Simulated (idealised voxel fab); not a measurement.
The following is a process module called voxel released beams.
FYI the section here is cut, 160 nm wide, cells are 5 nm squares.
Square cells in a grid make up a cross-section in this document, and the grid is given as bands, listed from the top down, each one or more rows of cells.
Within each band entry, the heights of the top and of the bottom of the band appear first, in that order and in nm; the materials of the band then follow from left to right, each with its corresponding width in nm. The designation "throughout" on a single material indicates that it fills the band from edge to edge; the designation "empty" indicates empty space.
Height is counted from the level 0, under which the received wafer is composed throughout of one material. The lowest of the bands is not closed at the bottom but continues downward, in the notation "0 -> down".
With a width like "30 to 40", each row of cells in the band differs from the next by the same amount, the top row carrying the first number and the bottom row the second.
The designation "stayed the same", where it is given for a processing step, indicates that no cell of the cross-section was altered in the course of that step.
Entry "Fully closed voids" = empty spaces >= 8 cells with no open way to the top; each as width x height at distance, distance from left edge, all nm.
Past the settings on a step's line: simulator remark, on that step.
overlay nm: mask right of planned place by this much (step with mask). Neg. = left.
Process steps (planned)
1,RECEIVE, material Si
2,CONFORMAL_DEP, material Al2O3, thk nm 10
3,DIRECTIONAL_DEP, material SiO2, thk nm 20
4,DIRECTIONAL_DEP, material aC, thk nm 15
5,PATTERN, tone open, mask id ANCHOR, material resist, width nm 25, thk nm 30, overlay nm 0
6,DIRECTIONAL_ETCH, etch materials aC, depth nm 15
7,STRIP, etch materials resist
8,DIRECTIONAL_ETCH, etch materials SiO2, depth nm 20
9,STRIP, etch materials aC
10,CONFORMAL_DEP, material W, thk nm 10
11,PATTERN, tone cover, mask id BEAM, material resist, width nm 80, thk nm 20, overlay nm 0
12,DIRECTIONAL_ETCH, etch materials W, depth nm 10
13,STRIP, etch materials resist
14,STRIP, etch materials SiO2
Cross-section of the wafer at receipt, which is the condition after step 1
  0 -> down: Si throughout
  Fully closed voids: none
First wafer at the end, as planned
  40 -> 30: 35 of empty; 15 of W; 5 of empty; 60 of W; 45 of empty
  30 -> 20: 40 of empty; 10 of W; 5 of empty; 10 of W; 95 of empty
  20 -> 10: 40 of empty; 25 of W; 95 of empty
  10 -> 0: Al2O3 throughout
  0 -> down: Si throughout
  Fully closed voids: none
Presented here is a cross-section of the second of the two wafers as it stood at the end of the module. It was started in the same manner and assigned the same plan as the first wafer; however, one mistake was made in its execution
  35 -> 30: 35 of empty; 10 of W; 15 of empty; 55 of W; 45 of empty
  30 -> 15: 40 of empty; 5 of W; 15 of empty; 5 of W; 95 of empty
  15 -> 10: 40 of empty; 25 of W; 95 of empty
  10 -> 0: Al2O3 throughout
  0 -> down: Si throughout
  Fully closed voids: none
Run error: for step 10, the planned setting was not used; the step was instead run as CONFORMAL_DEP, material W, thk nm 5
End of process, cell counts, second wafer against first, materials with more or fewer: -24 W
